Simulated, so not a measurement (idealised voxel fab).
process module | voxel wiring stack
cross-section cut | 230 nm wide | cells 5 nm
A cross-section is a grid of square cells, given in bands from the top down. A band is one or more rows of cells.
Each band's line starts with the height of the band's top and of its bottom, in nm. Then come its materials from left to right, each with its width in nm. One material with "throughout" fills the band from edge to edge. "air" is empty space.
Height 0 is the level under which the wafer as received is all one material. The lowest band goes on downwards, as in "0 down".
A width such as "30 to 40" changes by the same amount from each row of cells to the next, from the band's top row to its bottom row.
"no change" after a step means that no cell of the cross-section changed.
closed voids: empty space of 8 cells or more with no open way to the top, each as width x height at its distance from the left edge, in nm
after a step's settings: what the simulator itself notes on the step
overlay nm, on a step with a mask: how far to the right of its planned place the mask lay; to the left if negative
Each pair below shows a cross-section before one step and the cross-section after it, down to the lowest band that changed. The line under each pair gives the step between them, with its settings. The pairs can come from different runs of this module on the same starting wafer, so a pair continues from the pair above only where its "before" says so.
before
  130 to 120: Cu throughout
  120 to 115: TiN 65 | Cu 15 | TiN 25 | Cu 15 | TiN 25 | Cu 15 | TiN 70
  115 to 100: SiO2 60 | TiN 5 | Cu 15 | TiN 5 | SiO2 15 | TiN 5 | Cu 15 | TiN 5 | SiO2 15 | TiN 5 | Cu 15 | TiN 5 | SiO2 65
  100 to 95: SiO2 60 | TiN 5 | Cu 5 | TiN 15 | SiO2 15 | TiN 5 | Cu 5 | TiN 15 | SiO2 15 | TiN 5 | Cu 5 | TiN 15 | SiO2 65
  95 to 80: SiO2 60 | TiN 5 | Cu 5 | TiN 5 | SiO2 25 | TiN 5 | Cu 5 | TiN 5 | SiO2 25 | TiN 5 | Cu 5 | TiN 5 | SiO2 75
  80 to 75: SiCN 60 | TiN 15 | SiCN 25 | TiN 15 | SiCN 25 | TiN 15 | SiCN 75
  75 to 60: lowk 55 | SiCN 5 | Ru 25 | SiCN 5 | lowk 5 | SiCN 5 | Ru 25 | SiCN 5 | lowk 5 | SiCN 5 | Ru 25 | SiCN 5 | lowk 60
  60 to 55: SiCN 60 | TiN 25 | SiCN 15 | TiN 25 | SiCN 15 | TiN 25 | SiCN 65
  55 to 40: lowk 60 | Ru 15 | lowk 65 | Ru 15 | lowk 75
  40 to 35: SiCN 70 | Ru 5 | SiCN 75 | Ru 5 | SiCN 75
  35 to 15: SiO2 55 | SiN 5 | W 25 | SiN 5 | SiO2 5 | SiN 5 | W 25 | SiN 5 | SiO2 5 | SiN 5 | W 25 | SiN 5 | SiO2 60
  15 to 10: SiN 60 | TiN 25 | SiN 15 | TiN 25 | SiN 15 | TiN 25 | SiN 65
  10 to 0: SiO2 throughout
  0 down: Si throughout
  closed voids: none
after
  115 to 100: SiO2 60 | TiN 5 | Cu 15 | TiN 5 | SiO2 15 | TiN 5 | Cu 15 | TiN 5 | SiO2 15 | TiN 5 | Cu 15 | TiN 5 | SiO2 65
  below 100: unchanged
  closed voids: none
the step between: op CMP | height nm 115
before: the cross-section after the pair above
after
  120 to 115: SiCN throughout
  below 115: unchanged
  closed voids: none
the step between: op CONFORMAL_DEP | material SiCN | thk nm 5
before: the cross-section after the pair above
after
  145 to 120: lowk throughout
  below 120: unchanged
  closed voids: none
the step between: op DIRECTIONAL_DEP | material lowk | thk nm 25
before: the cross-section after the pair above
after
  160 to 145: aC throughout
  below 145: unchanged
  closed voids: none
the step between: op DIRECTIONAL_DEP | material aC | thk nm 15
before: the cross-section after the pair above
after
  195 to 160: resist 60 | air 15 | resist 25 | air 15 | resist 25 | air 15 | resist 75
  below 160: unchanged
  closed voids: none
the step between: op PATTERN | tone open | mask id METAL_4_HOLES | material resist | width nm 15 | pitch nm 40 | thk nm 35 | overlay nm 0
before: the cross-section after the pair above
after
  180 to 160: resist 60 | air 15 | resist 25 | air 15 | resist 25 | air 15 | resist 75
  160 to 145: aC 60 | air 15 | aC 25 | air 15 | aC 25 | air 15 | aC 75
  below 145: unchanged
  closed voids: none
the step between: op DIRECTIONAL_ETCH | etch materials aC | depth nm 15
before: the cross-section after the pair above
after
  160 to 145: aC 60 | air 15 | aC 25 | air 15 | aC 25 | air 15 | aC 75
  below 145: unchanged
  closed voids: none
the step between: op STRIP | etch materials resist
before: the cross-section after the pair above
after
  160 to 145: aC 60 | air 15 | aC 25 | air 15 | aC 25 | air 15 | aC 75
  145 to 120: lowk 60 | air 15 | lowk 25 | air 15 | lowk 25 | air 15 | lowk 75
  below 120: unchanged
  closed voids: none
the step between: op DIRECTIONAL_ETCH | etch materials lowk | depth nm 25
before: the cross-section after the pair above
after
  145 to 120: lowk 60 | air 15 | lowk 25 | air 15 | lowk 25 | air 15 | lowk 75
  below 120: unchanged
  closed voids: none
the step between: op STRIP | etch materials aC
before: the cross-section after the pair above
after
  145 to 130: lowk 60 | air 25 | lowk 15 | air 25 | lowk 15 | air 25 | lowk 65
  below 130: unchanged
  closed voids: none
the step between: op MASKED_ETCH | tone open | mask id METAL_4 | width nm 25 | pitch nm 40 | etch materials lowk | depth nm 15 | overlay nm 0
before: the cross-section after the pair above
after
  145 to 130: lowk 60 | air 25 | lowk 15 | air 25 | lowk 15 | air 25 | lowk 65
  130 to 120: lowk 60 | air 15 | lowk 25 | air 15 | lowk 25 | air 15 | lowk 75
  120 to 115: SiCN 60 | air 15 | SiCN 25 | air 15 | SiCN 25 | air 15 | SiCN 75
  below 115: unchanged
  closed voids: none
the step between: op MASKED_ETCH | tone open | mask id METAL_4 | width nm 25 | pitch nm 40 | etch materials SiCN | depth nm 5 | overlay nm 0
before: the cross-section after the pair above
after
  150 to 145: TiN 65 | air 15 | TiN 25 | air 15 | TiN 25 | air 15 | TiN 70
  145 to 135: lowk 60 | TiN 5 | air 15 | TiN 5 | lowk 15 | TiN 5 | air 15 | TiN 5 | lowk 15 | TiN 5 | air 15 | TiN 5 | lowk 65
  135 to 130: lowk 60 | TiN 5 | air 5 | TiN 15 | lowk 15 | TiN 5 | air 5 | TiN 15 | lowk 15 | TiN 5 | air 5 | TiN 15 | lowk 65
  130 to 120: lowk 60 | TiN 5 | air 5 | TiN 5 | lowk 25 | TiN 5 | air 5 | TiN 5 | lowk 25 | TiN 5 | air 5 | TiN 5 | lowk 75
  120 to 115: SiCN 60 | TiN 15 | SiCN 25 | TiN 15 | SiCN 25 | TiN 15 | SiCN 75
  below 115: unchanged
  closed voids: none
the step between: op CONFORMAL_DEP | material TiN | thk nm 5
before: the cross-section after the pair above
after
  160 to 150: Ru throughout
  150 to 145: TiN 65 | Ru 15 | TiN 25 | Ru 15 | TiN 25 | Ru 15 | TiN 70
  145 to 135: lowk 60 | TiN 5 | Ru 15 | TiN 5 | lowk 15 | TiN 5 | Ru 15 | TiN 5 | lowk 15 | TiN 5 | Ru 15 | TiN 5 | lowk 65
  135 to 130: lowk 60 | TiN 5 | Ru 5 | TiN 15 | lowk 15 | TiN 5 | Ru 5 | TiN 15 | lowk 15 | TiN 5 | Ru 5 | TiN 15 | lowk 65
  130 to 120: lowk 60 | TiN 5 | Ru 5 | TiN 5 | lowk 25 | TiN 5 | Ru 5 | TiN 5 | lowk 25 | TiN 5 | Ru 5 | TiN 5 | lowk 75
  below 120: unchanged
  closed voids: none
the step between: op FILL_DEP | material Ru | thk nm 10
before: the cross-section after the pair above
after
  145 to 135: lowk 60 | TiN 5 | Ru 15 | TiN 5 | lowk 15 | TiN 5 | Ru 15 | TiN 5 | lowk 15 | TiN 5 | Ru 15 | TiN 5 | lowk 65
  below 135: unchanged
  closed voids: none
the step between: op CMP | height nm 145
before: the cross-section after the pair above
after
  150 to 145: SiCN throughout
  below 145: unchanged
  closed voids: none
the step between: op CONFORMAL_DEP | material SiCN | thk nm 5
before
  40 to 35: SiCN throughout
  35 to 15: SiO2 55 | SiN 5 | W 25 | SiN 5 | SiO2 5 | SiN 5 | W 25 | SiN 5 | SiO2 5 | SiN 5 | W 25 | SiN 5 | SiO2 60
  15 to 10: SiN 60 | TiN 25 | SiN 15 | TiN 25 | SiN 15 | TiN 25 | SiN 65
  10 to 0: SiO2 throughout
  0 down: Si throughout
  closed voids: none
after
  55 to 40: TiN throughout
  below 40: unchanged
  closed voids: none
the step between: op DIRECTIONAL_DEP | material TiN | thk nm 15
before: the cross-section after the pair above
after
  65 to 55: Ru throughout
  below 55: unchanged
  closed voids: none
the step between: op EPI | material Ru | thk nm 10
before: the cross-section after the pair above
after
  75 to 55: Ru throughout
  below 55: unchanged
  closed voids: none
the step between: op EPI | material Ru | thk nm 10
before: the cross-section after the pair above
after
  80 to 75: TiN throughout
  below 75: unchanged
  closed voids: none
the step between: op DIRECTIONAL_DEP | material TiN | thk nm 5
before: the cross-section after the pair above
after
  95 to 80: Ru throughout
  below 80: unchanged
  closed voids: none
the step between: op DIRECTIONAL_DEP | material Ru | thk nm 15
before: the cross-section after the pair above
after
  105 to 95: aC throughout
  below 95: unchanged
  closed voids: none
the step between: op DIRECTIONAL_DEP | material aC | thk nm 10
before: the cross-section after the pair above
after
  135 to 105: air 60 | resist 25 | air 15 | resist 25 | air 15 | resist 25 | air 65
  below 105: unchanged
  closed voids: none
the step between: op PATTERN | tone cover | mask id METAL_2 | material resist | width nm 25 | pitch nm 40 | thk nm 30 | overlay nm 0
before: the cross-section after the pair above
after
  125 to 105: air 60 | resist 25 | air 15 | resist 25 | air 15 | resist 25 | air 65
  105 to 95: air 60 | aC 25 | air 15 | aC 25 | air 15 | aC 25 | air 65
  below 95: unchanged
  closed voids: none
the step between: op DIRECTIONAL_ETCH | etch materials aC | depth nm 10
before: the cross-section after the pair above
after
  105 to 95: air 60 | aC 25 | air 15 | aC 25 | air 15 | aC 25 | air 65
  below 95: unchanged
  closed voids: none
the step between: op STRIP | etch materials resist
before: the cross-section after the pair above
after
  105 to 95: air 60 | aC 25 | air 15 | aC 25 | air 15 | aC 25 | air 65
  95 to 80: air 60 | Ru 25 | air 15 | Ru 25 | air 15 | Ru 25 | air 65
  below 80: unchanged
  closed voids: none
the step between: op DIRECTIONAL_ETCH | etch materials Ru | depth nm 15
before: the cross-section after the pair above
after
  105 to 95: air 60 | aC 25 | air 15 | aC 25 | air 15 | aC 25 | air 65
  95 to 80: air 60 | Ru 25 | air 15 | Ru 25 | air 15 | Ru 25 | air 65
  80 to 75: air 60 | TiN 25 | air 15 | TiN 25 | air 15 | TiN 25 | air 65
  below 75: unchanged
  closed voids: none
the step between: op DIRECTIONAL_ETCH | etch materials TiN | depth nm 5
before: the cross-section after the pair above
after
  95 to 80: air 60 | Ru 25 | air 15 | Ru 25 | air 15 | Ru 25 | air 65
  below 80: unchanged
  closed voids: none
the step between: op STRIP | etch materials aC
before: the cross-section after the pair above
after
  100 to 95: air 55 | SiCN 35 | air 5 | SiCN 35 | air 5 | SiCN 35 | air 60
  95 to 80: air 55 | SiCN 5 | Ru 25 | SiCN 5 | air 5 | SiCN 5 | Ru 25 | SiCN 5 | air 5 | SiCN 5 | Ru 25 | SiCN 5 | air 60
  80 to 75: SiCN 60 | TiN 25 | SiCN 15 | TiN 25 | SiCN 15 | TiN 25 | SiCN 65
  below 75: unchanged
  closed voids: none
the step between: op CONFORMAL_DEP | material SiCN | thk nm 5
before: the cross-section after the pair above
after
  105 to 100: lowk throughout
  100 to 95: lowk 55 | SiCN 35 | lowk 5 | SiCN 35 | lowk 5 | SiCN 35 | lowk 60
  95 to 80: lowk 55 | SiCN 5 | Ru 25 | SiCN 5 | lowk 5 | SiCN 5 | Ru 25 | SiCN 5 | lowk 5 | SiCN 5 | Ru 25 | SiCN 5 | lowk 60
  below 80: unchanged
  closed voids: none
the step between: op FILL_DEP | material lowk | thk nm 5
before: the cross-section after the pair above
after
  75 to 55: Ru throughout
  below 55: unchanged
  closed voids: none
the step between: op CMP | height nm 75
before: the cross-section after the pair above
after
  80 to 75: SiCN throughout
  below 75: unchanged
  closed voids: none
the step between: op CONFORMAL_DEP | material SiCN | thk nm 5
before: the cross-section after the pair above
after
  115 to 80: SiO2 throughout
  below 80: unchanged
  closed voids: none
the step between: op DIRECTIONAL_DEP | material SiO2 | thk nm 35
before: the cross-section after the pair above
after
  115 to 80: SiO2 60 | air 15 | SiO2 25 | air 15 | SiO2 25 | air 15 | SiO2 75
  below 80: unchanged
  closed voids: none
the step between: op MASKED_ETCH | tone open | mask id METAL_3_HOLES | width nm 15 | pitch nm 40 | etch materials SiO2 | depth nm 35 | overlay nm 0
before: the cross-section after the pair above
after
  130 to 115: aC 60 | air 15 | aC 25 | air 15 | aC 25 | air 15 | aC 75
  115 to 95: SiO2 60 | air 15 | SiO2 25 | air 15 | SiO2 25 | air 15 | SiO2 75
  95 to 80: SiO2 60 | aC 15 | SiO2 25 | aC 15 | SiO2 25 | aC 15 | SiO2 75
  below 80: unchanged
  closed voids: none
the step between: op DIRECTIONAL_DEP | material aC | thk nm 15
before: the cross-section after the pair above
after
  160 to 130: resist 60 | air 25 | resist 15 | air 25 | resist 15 | air 25 | resist 65
  below 130: unchanged
  closed voids: none
the step between: op PATTERN | tone open | mask id METAL_3 | material resist | width nm 25 | pitch nm 40 | thk nm 30 | overlay nm 0
before: the cross-section after the pair above
after
  145 to 130: resist 60 | air 25 | resist 15 | air 25 | resist 15 | air 25 | resist 65
  130 to 115: aC 60 | air 25 | aC 15 | air 25 | aC 15 | air 25 | aC 65
  115 to 80: SiO2 60 | air 15 | SiO2 25 | air 15 | SiO2 25 | air 15 | SiO2 75
  below 80: unchanged
  closed voids: none
the step between: op DIRECTIONAL_ETCH | etch materials aC | depth nm 15
before: the cross-section after the pair above
after
  130 to 115: aC 60 | air 25 | aC 15 | air 25 | aC 15 | air 25 | aC 65
  below 115: unchanged
  closed voids: none
the step between: op STRIP | etch materials resist
before: the cross-section after the pair above
after
  130 to 115: aC 60 | air 25 | aC 15 | air 25 | aC 15 | air 25 | aC 65
  115 to 95: SiO2 60 | air 25 | SiO2 15 | air 25 | SiO2 15 | air 25 | SiO2 65
  below 95: unchanged
  closed voids: none
the step between: op DIRECTIONAL_ETCH | etch materials SiO2 | depth nm 20
before: the cross-section after the pair above
after
  130 to 115: aC 60 | air 25 | aC 15 | air 25 | aC 15 | air 25 | aC 65
  115 to 95: SiO2 60 | air 25 | SiO2 15 | air 25 | SiO2 15 | air 25 | SiO2 65
  95 to 80: SiO2 60 | air 15 | SiO2 25 | air 15 | SiO2 25 | air 15 | SiO2 75
  80 to 75: SiCN 60 | air 15 | SiCN 25 | air 15 | SiCN 25 | air 15 | SiCN 75
  below 75: unchanged
  closed voids: none
the step between: op DIRECTIONAL_ETCH | etch materials SiCN | depth nm 5
before: the cross-section after the pair above
after
  115 to 95: SiO2 60 | air 25 | SiO2 15 | air 25 | SiO2 15 | air 25 | SiO2 65
  below 95: unchanged
  closed voids: none
the step between: op STRIP | etch materials aC
before: the cross-section after the pair above
after
  120 to 115: TiN 65 | air 15 | TiN 25 | air 15 | TiN 25 | air 15 | TiN 70
  115 to 100: SiO2 60 | TiN 5 | air 15 | TiN 5 | SiO2 15 | TiN 5 | air 15 | TiN 5 | SiO2 15 | TiN 5 | air 15 | TiN 5 | SiO2 65
  100 to 95: SiO2 60 | TiN 5 | air 5 | TiN 15 | SiO2 15 | TiN 5 | air 5 | TiN 15 | SiO2 15 | TiN 5 | air 5 | TiN 15 | SiO2 65
  95 to 80: SiO2 60 | TiN 5 | air 5 | TiN 5 | SiO2 25 | TiN 5 | air 5 | TiN 5 | SiO2 25 | TiN 5 | air 5 | TiN 5 | SiO2 75
  80 to 75: SiCN 60 | TiN 15 | SiCN 25 | TiN 15 | SiCN 25 | TiN 15 | SiCN 75
  below 75: unchanged
  closed voids: none
the step between: op CONFORMAL_DEP | material TiN | thk nm 5
before: the cross-section after the pair above
after
  130 to 120: Cu throughout
  120 to 115: TiN 65 | Cu 15 | TiN 25 | Cu 15 | TiN 25 | Cu 15 | TiN 70
  115 to 100: SiO2 60 | TiN 5 | Cu 15 | TiN 5 | SiO2 15 | TiN 5 | Cu 15 | TiN 5 | SiO2 15 | TiN 5 | Cu 15 | TiN 5 | SiO2 65
  100 to 95: SiO2 60 | TiN 5 | Cu 5 | TiN 15 | SiO2 15 | TiN 5 | Cu 5 | TiN 15 | SiO2 15 | TiN 5 | Cu 5 | TiN 15 | SiO2 65
  95 to 80: SiO2 60 | TiN 5 | Cu 5 | TiN 5 | SiO2 25 | TiN 5 | Cu 5 | TiN 5 | SiO2 25 | TiN 5 | Cu 5 | TiN 5 | SiO2 75
  below 80: unchanged
  closed voids: none
the step between: op FILL_DEP | material Cu | thk nm 10
before: the cross-section after the pair above
after
  115 to 100: SiO2 60 | TiN 5 | Cu 15 | TiN 5 | SiO2 15 | TiN 5 | Cu 15 | TiN 5 | SiO2 15 | TiN 5 | Cu 15 | TiN 5 | SiO2 65
  below 100: unchanged
  closed voids: none
the step between: op CMP | height nm 115
before: the cross-section after the pair above
after
  120 to 115: SiCN throughout
  below 115: unchanged
  closed voids: none
the step between: op CONFORMAL_DEP | material SiCN | thk nm 5
before: the cross-section after the pair above
after
  145 to 120: lowk throughout
  below 120: unchanged
  closed voids: none
the step between: op DIRECTIONAL_DEP | material lowk | thk nm 25
before: the cross-section after the pair above
after
  160 to 145: aC throughout
  below 145: unchanged
  closed voids: none
the step between: op DIRECTIONAL_DEP | material aC | thk nm 15
before: the cross-section after the pair above
after
  195 to 160: resist 60 | air 15 | resist 25 | air 15 | resist 25 | air 15 | resist 75
  below 160: unchanged
  closed voids: none
the step between: op PATTERN | tone open | mask id METAL_4_HOLES | material resist | width nm 15 | pitch nm 40 | thk nm 35 | overlay nm 0
before: the cross-section after the pair above
after
  180 to 160: resist 60 | air 15 | resist 25 | air 15 | resist 25 | air 15 | resist 75
  160 to 145: aC 60 | air 15 | aC 25 | air 15 | aC 25 | air 15 | aC 75
  below 145: unchanged
  closed voids: none
the step between: op DIRECTIONAL_ETCH | etch materials aC | depth nm 15
before: the cross-section after the pair above
after
  160 to 145: aC 60 | air 15 | aC 25 | air 15 | aC 25 | air 15 | aC 75
  below 145: unchanged
  closed voids: none
the step between: op STRIP | etch materials resist
before: the cross-section after the pair above
after
  160 to 145: aC 60 | air 15 | aC 25 | air 15 | aC 25 | air 15 | aC 75
  145 to 120: lowk 60 | air 15 | lowk 25 | air 15 | lowk 25 | air 15 | lowk 75
  below 120: unchanged
  closed voids: none
the step between: op DIRECTIONAL_ETCH | etch materials lowk | depth nm 25
before: the cross-section after the pair above
after
  145 to 120: lowk 60 | air 15 | lowk 25 | air 15 | lowk 25 | air 15 | lowk 75
  below 120: unchanged
  closed voids: none
the step between: op STRIP | etch materials aC
before: the cross-section after the pair above
after
  145 to 130: lowk 60 | air 25 | lowk 15 | air 25 | lowk 15 | air 25 | lowk 65
  below 130: unchanged
  closed voids: none
the step between: op MASKED_ETCH | tone open | mask id METAL_4 | width nm 25 | pitch nm 40 | etch materials lowk | depth nm 15 | overlay nm 0
before: the cross-section after the pair above
after
  145 to 130: lowk 60 | air 25 | lowk 15 | air 25 | lowk 15 | air 25 | lowk 65
  130 to 120: lowk 60 | air 15 | lowk 25 | air 15 | lowk 25 | air 15 | lowk 75
  120 to 115: SiCN 60 | air 15 | SiCN 25 | air 15 | SiCN 25 | air 15 | SiCN 75
  below 115: unchanged
  closed voids: none
the step between: op MASKED_ETCH | tone open | mask id METAL_4 | width nm 25 | pitch nm 40 | etch materials SiCN | depth nm 5 | overlay nm 0
before: the cross-section after the pair above
after
  150 to 145: TiN 65 | air 15 | TiN 25 | air 15 | TiN 25 | air 15 | TiN 70
  145 to 135: lowk 60 | TiN 5 | air 15 | TiN 5 | lowk 15 | TiN 5 | air 15 | TiN 5 | lowk 15 | TiN 5 | air 15 | TiN 5 | lowk 65
  135 to 130: lowk 60 | TiN 5 | air 5 | TiN 15 | lowk 15 | TiN 5 | air 5 | TiN 15 | lowk 15 | TiN 5 | air 5 | TiN 15 | lowk 65
  130 to 120: lowk 60 | TiN 5 | air 5 | TiN 5 | lowk 25 | TiN 5 | air 5 | TiN 5 | lowk 25 | TiN 5 | air 5 | TiN 5 | lowk 75
  120 to 115: SiCN 60 | TiN 15 | SiCN 25 | TiN 15 | SiCN 25 | TiN 15 | SiCN 75
  below 115: unchanged
  closed voids: none
the step between: op CONFORMAL_DEP | material TiN | thk nm 5
before: the cross-section after the pair above
after
  160 to 150: Ru throughout
  150 to 145: TiN 65 | Ru 15 | TiN 25 | Ru 15 | TiN 25 | Ru 15 | TiN 70
  145 to 135: lowk 60 | TiN 5 | Ru 15 | TiN 5 | lowk 15 | TiN 5 | Ru 15 | TiN 5 | lowk 15 | TiN 5 | Ru 15 | TiN 5 | lowk 65
  135 to 130: lowk 60 | TiN 5 | Ru 5 | TiN 15 | lowk 15 | TiN 5 | Ru 5 | TiN 15 | lowk 15 | TiN 5 | Ru 5 | TiN 15 | lowk 65
  130 to 120: lowk 60 | TiN 5 | Ru 5 | TiN 5 | lowk 25 | TiN 5 | Ru 5 | TiN 5 | lowk 25 | TiN 5 | Ru 5 | TiN 5 | lowk 75
  below 120: unchanged
  closed voids: none
the step between: op FILL_DEP | material Ru | thk nm 10
before: the cross-section after the pair above
after
  145 to 135: lowk 60 | TiN 5 | Ru 15 | TiN 5 | lowk 15 | TiN 5 | Ru 15 | TiN 5 | lowk 15 | TiN 5 | Ru 15 | TiN 5 | lowk 65
  below 135: unchanged
  closed voids: none
the step between: op CMP | height nm 145
before: the cross-section after the pair above
after
  150 to 145: SiCN throughout
  below 145: unchanged
  closed voids: none
the step between: op CONFORMAL_DEP | material SiCN | thk nm 5
before
  145 to 120: lowk 60 | air 15 | lowk 25 | air 15 | lowk 25 | air 15 | lowk 75
  120 to 115: SiCN throughout
  115 to 100: SiO2 60 | TiN 5 | Cu 15 | TiN 5 | SiO2 15 | TiN 5 | Cu 15 | TiN 5 | SiO2 15 | TiN 5 | Cu 15 | TiN 5 | SiO2 65
  100 to 95: SiO2 60 | TiN 5 | Cu 5 | TiN 15 | SiO2 15 | TiN 5 | Cu 5 | TiN 15 | SiO2 15 | TiN 5 | Cu 5 | TiN 15 | SiO2 65
  95 to 80: SiO2 60 | TiN 5 | Cu 5 | TiN 5 | SiO2 25 | TiN 5 | Cu 5 | TiN 5 | SiO2 25 | TiN 5 | Cu 5 | TiN 5 | SiO2 75
  80 to 75: SiCN 60 | TiN 15 | SiCN 25 | TiN 15 | SiCN 25 | TiN 15 | SiCN 75
  75 to 60: lowk 55 | SiCN 5 | Ru 25 | SiCN 5 | lowk 5 | SiCN 5 | Ru 25 | SiCN 5 | lowk 5 | SiCN 5 | Ru 25 | SiCN 5 | lowk 60
  60 to 55: SiCN 60 | TiN 25 | SiCN 15 | TiN 25 | SiCN 15 | TiN 25 | SiCN 65
  55 to 40: lowk 60 | Ru 15 | lowk 65 | Ru 15 | lowk 75
  40 to 35: SiCN 60 | Ru 15 | SiCN 65 | Ru 15 | SiCN 75
  35 to 15: SiO2 55 | SiN 5 | W 25 | SiN 5 | SiO2 5 | SiN 5 | W 25 | SiN 5 | SiO2 5 | SiN 5 | W 25 | SiN 5 | SiO2 60
  15 to 10: SiN 60 | TiN 25 | SiN 15 | TiN 25 | SiN 15 | TiN 25 | SiN 65
  10 to 0: SiO2 throughout
  0 down: Si throughout
  closed voids: none
after
  145 to 130: air 75 | lowk 10 | air 30 | lowk 10 | air 30 | lowk 10 | air 65
  below 130: unchanged
  closed voids: none
the step between: op MASKED_ETCH | tone cover | mask id METAL_4 | width nm 25 | pitch nm 40 | etch materials lowk | depth nm 15 | overlay nm 0
before: the cross-section after the pair above
after
  145 to 130: air 75 | lowk 10 | air 30 | lowk 10 | air 30 | lowk 10 | air 65
  130 to 120: lowk 60 | air 15 | lowk 25 | air 15 | lowk 25 | air 15 | lowk 75
  120 to 115: SiCN 60 | air 15 | SiCN 25 | air 15 | SiCN 25 | air 15 | SiCN 75
  below 115: unchanged
  closed voids: none
the step between: op MASKED_ETCH | tone open | mask id METAL_4 | width nm 25 | pitch nm 40 | etch materials SiCN | depth nm 5 | overlay nm 0
before: the cross-section after the pair above
after
  150 to 145: air 70 | TiN 20 | air 20 | TiN 20 | air 20 | TiN 20 | air 60
  145 to 135: air 70 | TiN 5 | lowk 10 | TiN 5 | air 20 | TiN 5 | lowk 10 | TiN 5 | air 20 | TiN 5 | lowk 10 | TiN 5 | air 60
  135 to 130: TiN 65 | air 5 | TiN 5 | lowk 10 | TiN 20 | air 5 | TiN 5 | lowk 10 | TiN 20 | air 5 | TiN 5 | lowk 10 | TiN 65
  130 to 120: lowk 60 | TiN 5 | air 5 | TiN 5 | lowk 25 | TiN 5 | air 5 | TiN 5 | lowk 25 | TiN 5 | air 5 | TiN 5 | lowk 75
  120 to 115: SiCN 60 | TiN 15 | SiCN 25 | TiN 15 | SiCN 25 | TiN 15 | SiCN 75
  below 115: unchanged
  closed voids: none
the step between: op CONFORMAL_DEP | material TiN | thk nm 5
before: the cross-section after the pair above
after
  160 to 150: Ru throughout
  150 to 145: Ru 70 | TiN 20 | Ru 20 | TiN 20 | Ru 20 | TiN 20 | Ru 60
  145 to 135: Ru 70 | TiN 5 | lowk 10 | TiN 5 | Ru 20 | TiN 5 | lowk 10 | TiN 5 | Ru 20 | TiN 5 | lowk 10 | TiN 5 | Ru 60
  135 to 130: TiN 65 | Ru 5 | TiN 5 | lowk 10 | TiN 20 | Ru 5 | TiN 5 | lowk 10 | TiN 20 | Ru 5 | TiN 5 | lowk 10 | TiN 65
  130 to 120: lowk 60 | TiN 5 | Ru 5 | TiN 5 | lowk 25 | TiN 5 | Ru 5 | TiN 5 | lowk 25 | TiN 5 | Ru 5 | TiN 5 | lowk 75
  below 120: unchanged
  closed voids: none
the step between: op FILL_DEP | material Ru | thk nm 10
before: the cross-section after the pair above
after
  145 to 135: Ru 70 | TiN 5 | lowk 10 | TiN 5 | Ru 20 | TiN 5 | lowk 10 | TiN 5 | Ru 20 | TiN 5 | lowk 10 | TiN 5 | Ru 60
  below 135: unchanged
  closed voids: none
the step between: op CMP | height nm 145
before: the cross-section after the pair above
after
  150 to 145: SiCN throughout
  below 145: unchanged
  closed voids: none
the step between: op CONFORMAL_DEP | material SiCN | thk nm 5
